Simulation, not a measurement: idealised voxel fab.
This section sets out a process module, namely voxel capacitor over wiring.
For reference, the cross-section in this document is cut, with width 165 nm and square cells of 5 nm.
Notation: cross-section as square-cell grid; stated in bands, top first, going down; one or more cell rows per band.
Each band's line starts with the height of the band's top and of its bottom, in nm. Then come its materials from left to right, each with its width in nm. One material with "all across" fills the band from edge to edge. "blank" is empty space.
Ref level 0: as-received wafer is one material below here. Bottom band extends down with no lower bound ("top 0, no bottom").
Think of "30..40" as a width that walks from the first number to the second as you go down the band, top row to bottom row, taking equal-sized steps from row to row.
"nothing altered" -> step changed no cross-section cell.
Basically, "Closed void list" tells you about the enclosed voids: empty spaces with no open way to the top, 8 cells or bigger, each written width x height at distance, where distance is from the left edge, all in nm.
Formally, on a step line, whatever follows the settings is a remark that the simulator itself makes on the step.
"overlay nm" answers the question of how far to the right of plan the mask lay on a step that has a mask, and when it is negative the answer is to the left.
In what follows, pairs of cross-sections are presented, each taken before and after one process step, with the after cross-section shown only down to the lowest band that was altered; the step, together with its settings, is stated below the pair. The pairs may stem from different runs of this module on the same starting wafer; accordingly, a pair should be taken as continuing from the one above it solely where its entry headed "State on entry" indicates as much.

State on entry
- top 150, bottom 115  resist 40 nm  blank 15 nm  resist 110 nm
- top 115, bottom 100  aC all across
- top 100, bottom 85  SiO2 all across
- top 85, bottom 75  SiO2 35 nm  TiN 70 nm  SiO2 60 nm
- top 75, bottom 70  SiO2 35 nm  SiN 70 nm  SiO2 60 nm
- top 70, bottom 60  SiO2 30 nm  TiN 80 nm  SiO2 55 nm
- top 60, bottom 45  SiO2 35 nm  Ru 15 nm  SiO2 115 nm
- top 45, bottom 40  SiCN 35 nm  Ru 15 nm  SiCN 115 nm
- top 40, bottom 20  lowk 25 nm  TiN 5 nm  W 15 nm  TiN 5 nm  lowk 65 nm  TiN 5 nm  W 15 nm  TiN 5 nm  lowk 25 nm
- top 20, bottom 15  SiN 25 nm  TiN 25 nm  SiN 65 nm  TiN 25 nm  SiN 25 nm
- top 15, bottom 0  SiO2 all across
- top 0, no bottom  Si all across
- Closed void list: none

Cross-Section Thereafter
- top 135, bottom 115  resist 40 nm  blank 15 nm  resist 110 nm
- top 115, bottom 100  aC 40 nm  blank 15 nm  aC 110 nm
- Below 100 it's all the same as before, nothing changed down there.
- Closed void list: none
The step carried out between the cross-section before it and the cross-section after it, both shown above, is op DIRECTIONAL_ETCH | etch materials aC | depth nm 15

State on entry: nothing new to draw here, it's the after view of the pair just above.

Cross-Section Thereafter
- top 115, bottom 100  aC 40 nm  blank 15 nm  aC 110 nm
- Below 100 it's all the same as before, nothing changed down there.
- Closed void list: none
The step carried out between the cross-section before it and the cross-section after it, both shown above, is op STRIP | etch materials resist

State on entry: nothing new to draw here, it's the after view of the pair just above.

Cross-Section Thereafter
- top 115, bottom 100  aC 40 nm  blank 15 nm  aC 110 nm
- top 100, bottom 85  SiO2 40 nm  blank 15 nm  SiO2 110 nm
- Below 85 it's all the same as before, nothing changed down there.
- Closed void list: none
The step carried out between the cross-section before it and the cross-section after it, both shown above, is op DIRECTIONAL_ETCH | etch materials SiO2 | depth nm 15

State on entry: nothing new to draw here, it's the after view of the pair just above.

Cross-Section Thereafter
- top 100, bottom 85  SiO2 40 nm  blank 15 nm  SiO2 110 nm
- Below 85 it's all the same as before, nothing changed down there.
- Closed void list: none
The step carried out between the cross-section before it and the cross-section after it, both shown above, is op STRIP | etch materials aC

State on entry: nothing new to draw here, it's the after view of the pair just above.

Cross-Section Thereafter
- top 105, bottom 100  TiN 45 nm  blank 5 nm  TiN 115 nm
- top 100, bottom 90  SiO2 40 nm  TiN 5 nm  blank 5 nm  TiN 5 nm  SiO2 110 nm
- top 90, bottom 85  SiO2 40 nm  TiN 15 nm  SiO2 110 nm
- Below 85 it's all the same as before, nothing changed down there.
- Closed void list: none
The step carried out between the cross-section before it and the cross-section after it, both shown above, is op CONFORMAL_DEP | material TiN | thk nm 5

State on entry: nothing new to draw here, it's the after view of the pair just above.

Cross-Section Thereafter
- top 115, bottom 105  Ru all across
- top 105, bottom 100  TiN 45 nm  Ru 5 nm  TiN 115 nm
- top 100, bottom 90  SiO2 40 nm  TiN 5 nm  Ru 5 nm  TiN 5 nm  SiO2 110 nm
- Below 90 it's all the same as before, nothing changed down there.
- Closed void list: none
The step carried out between the cross-section before it and the cross-section after it, both shown above, is op FILL_DEP | material Ru | thk nm 10

State on entry: nothing new to draw here, it's the after view of the pair just above.

Cross-Section Thereafter
- top 100, bottom 90  SiO2 40 nm  TiN 5 nm  Ru 5 nm  TiN 5 nm  SiO2 110 nm
- Below 90 it's all the same as before, nothing changed down there.
- Closed void list: none
The step carried out between the cross-section before it and the cross-section after it, both shown above, is op CMP | height nm 100

State on entry: nothing new to draw here, it's the after view of the pair just above.

Cross-Section Thereafter
- top 105, bottom 100  SiCN all across
- Below 100 it's all the same as before, nothing changed down there.
- Closed void list: none
The step carried out between the cross-section before it and the cross-section after it, both shown above, is op CONFORMAL_DEP | material SiCN | thk nm 5

State on entry
- top 105, bottom 100  TiN 50 nm  blank 5 nm  TiN 110 nm
- top 100, bottom 90  SiO2 45 nm  TiN 5 nm  blank 5 nm  TiN 5 nm  SiO2 105 nm
- top 90, bottom 85  SiO2 45 nm  TiN 15 nm  SiO2 105 nm
- top 85, bottom 75  SiO2 35 nm  TiN 70 nm  SiO2 60 nm
- top 75, bottom 70  SiO2 35 nm  SiN 70 nm  SiO2 60 nm
- top 70, bottom 60  SiO2 30 nm  TiN 80 nm  SiO2 55 nm
- top 60, bottom 45  SiO2 35 nm  Ru 15 nm  SiO2 115 nm
- top 45, bottom 40  SiCN 35 nm  Ru 15 nm  SiCN 115 nm
- top 40, bottom 20  lowk 25 nm  TiN 5 nm  W 15 nm  TiN 5 nm  lowk 65 nm  TiN 5 nm  W 15 nm  TiN 5 nm  lowk 25 nm
- top 20, bottom 15  SiN 25 nm  TiN 25 nm  SiN 65 nm  TiN 25 nm  SiN 25 nm
- top 15, bottom 0  SiO2 all across
- top 0, no bottom  Si all across
- Closed void list: none

Cross-Section Thereafter
- top 115, bottom 105  SiCN all across
- top 105, bottom 100  TiN 50 nm  SiCN 5 nm  TiN 110 nm
- top 100, bottom 90  SiO2 45 nm  TiN 5 nm  SiCN 5 nm  TiN 5 nm  SiO2 105 nm
- Below 90 it's all the same as before, nothing changed down there.
- Closed void list: none
The step carried out between the cross-section before it and the cross-section after it, both shown above, is op FILL_DEP | material SiCN | thk nm 10

State on entry: nothing new to draw here, it's the after view of the pair just above.

Cross-Section Thereafter
- top 100, bottom 90  SiO2 45 nm  TiN 5 nm  SiCN 5 nm  TiN 5 nm  SiO2 105 nm
- Below 90 it's all the same as before, nothing changed down there.
- Closed void list: none
The step carried out between the cross-section before it and the cross-section after it, both shown above, is op CMP | height nm 100

State on entry: nothing new to draw here, it's the after view of the pair just above.

Cross-Section Thereafter
- top 105, bottom 100  SiCN all across
- Below 100 it's all the same as before, nothing changed down there.
- Closed void list: none
The step carried out between the cross-section before it and the cross-section after it, both shown above, is op CONFORMAL_DEP | material SiCN | thk nm 5

State on entry
- top 115, bottom 100  aC all across
- top 100, bottom 85  SiO2 all across
- top 85, bottom 75  SiO2 35 nm  TiN 70 nm  SiO2 60 nm
- top 75, bottom 70  SiO2 35 nm  SiN 70 nm  SiO2 60 nm
- top 70, bottom 60  SiO2 30 nm  TiN 80 nm  SiO2 55 nm
- top 60, bottom 45  SiO2 35 nm  Ru 15 nm  SiO2 115 nm
- top 45, bottom 40  SiCN 35 nm  Ru 15 nm  SiCN 115 nm
- top 40, bottom 20  lowk 25 nm  TiN 5 nm  W 15 nm  TiN 5 nm  lowk 65 nm  TiN 5 nm  W 15 nm  TiN 5 nm  lowk 25 nm
- top 20, bottom 15  SiN 25 nm  TiN 25 nm  SiN 65 nm  TiN 25 nm  SiN 25 nm
- top 15, bottom 0  SiO2 all across
- top 0, no bottom  Si all across
- Closed void list: none

Cross-Section Thereafter
- top 150, bottom 115  blank 45 nm  resist 15 nm  blank 105 nm
- Below 115 it's all the same as before, nothing changed down there.
- Closed void list: none
The step carried out between the cross-section before it and the cross-section after it, both shown above, is op PATTERN | tone cover | mask id PLUG_2 | material resist | width nm 15 | thk nm 35 | overlay nm 0

State on entry: nothing new to draw here, it's the after view of the pair just above.

Cross-Section Thereafter
- top 135, bottom 115  blank 45 nm  resist 15 nm  blank 105 nm
- top 115, bottom 100  blank 45 nm  aC 15 nm  blank 105 nm
- Below 100 it's all the same as before, nothing changed down there.
- Closed void list: none
The step carried out between the cross-section before it and the cross-section after it, both shown above, is op DIRECTIONAL_ETCH | etch materials aC | depth nm 15

State on entry: nothing new to draw here, it's the after view of the pair just above.

Cross-Section Thereafter
- top 115, bottom 100  blank 45 nm  aC 15 nm  blank 105 nm
- Below 100 it's all the same as before, nothing changed down there.
- Closed void list: none
The step carried out between the cross-section before it and the cross-section after it, both shown above, is op STRIP | etch materials resist

State on entry: nothing new to draw here, it's the after view of the pair just above.

Cross-Section Thereafter
- top 115, bottom 100  blank 45 nm  aC 15 nm  blank 105 nm
- top 100, bottom 85  blank 45 nm  SiO2 15 nm  blank 105 nm
- Below 85 it's all the same as before, nothing changed down there.
- Closed void list: none
The step carried out between the cross-section before it and the cross-section after it, both shown above, is op DIRECTIONAL_ETCH | etch materials SiO2 | depth nm 15

State on entry: nothing new to draw here, it's the after view of the pair just above.

Cross-Section Thereafter
- top 100, bottom 85  blank 45 nm  SiO2 15 nm  blank 105 nm
- Below 85 it's all the same as before, nothing changed down there.
- Closed void list: none
The step carried out between the cross-section before it and the cross-section after it, both shown above, is op STRIP | etch materials aC

State on entry: nothing new to draw here, it's the after view of the pair just above.

Cross-Section Thereafter
- top 105, bottom 100  blank 40 nm  TiN 25 nm  blank 100 nm
- top 100, bottom 90  blank 40 nm  TiN 5 nm  SiO2 15 nm  TiN 5 nm  blank 100 nm
- top 90, bottom 85  TiN 45 nm  SiO2 15 nm  TiN 105 nm
- Below 85 it's all the same as before, nothing changed down there.
- Closed void list: none
The step carried out between the cross-section before it and the cross-section after it, both shown above, is op CONFORMAL_DEP | material TiN | thk nm 5

State on entry: nothing new to draw here, it's the after view of the pair just above.

Cross-Section Thereafter
- top 115, bottom 105  Ru all across
- top 105, bottom 100  Ru 40 nm  TiN 25 nm  Ru 100 nm
- top 100, bottom 90  Ru 40 nm  TiN 5 nm  SiO2 15 nm  TiN 5 nm  Ru 100 nm
- Below 90 it's all the same as before, nothing changed down there.
- Closed void list: none
The step carried out between the cross-section before it and the cross-section after it, both shown above, is op FILL_DEP | material Ru | thk nm 10

State on entry: nothing new to draw here, it's the after view of the pair just above.

Cross-Section Thereafter
- top 100, bottom 90  Ru 40 nm  TiN 5 nm  SiO2 15 nm  TiN 5 nm  Ru 100 nm
- Below 90 it's all the same as before, nothing changed down there.
- Closed void list: none
The step carried out between the cross-section before it and the cross-section after it, both shown above, is op CMP | height nm 100

State on entry: nothing new to draw here, it's the after view of the pair just above.

Cross-Section Thereafter
- top 105, bottom 100  SiCN all across
- Below 100 it's all the same as before, nothing changed down there.
- Closed void list: none
The step carried out between the cross-section before it and the cross-section after it, both shown above, is op CONFORMAL_DEP | material SiCN | thk nm 5
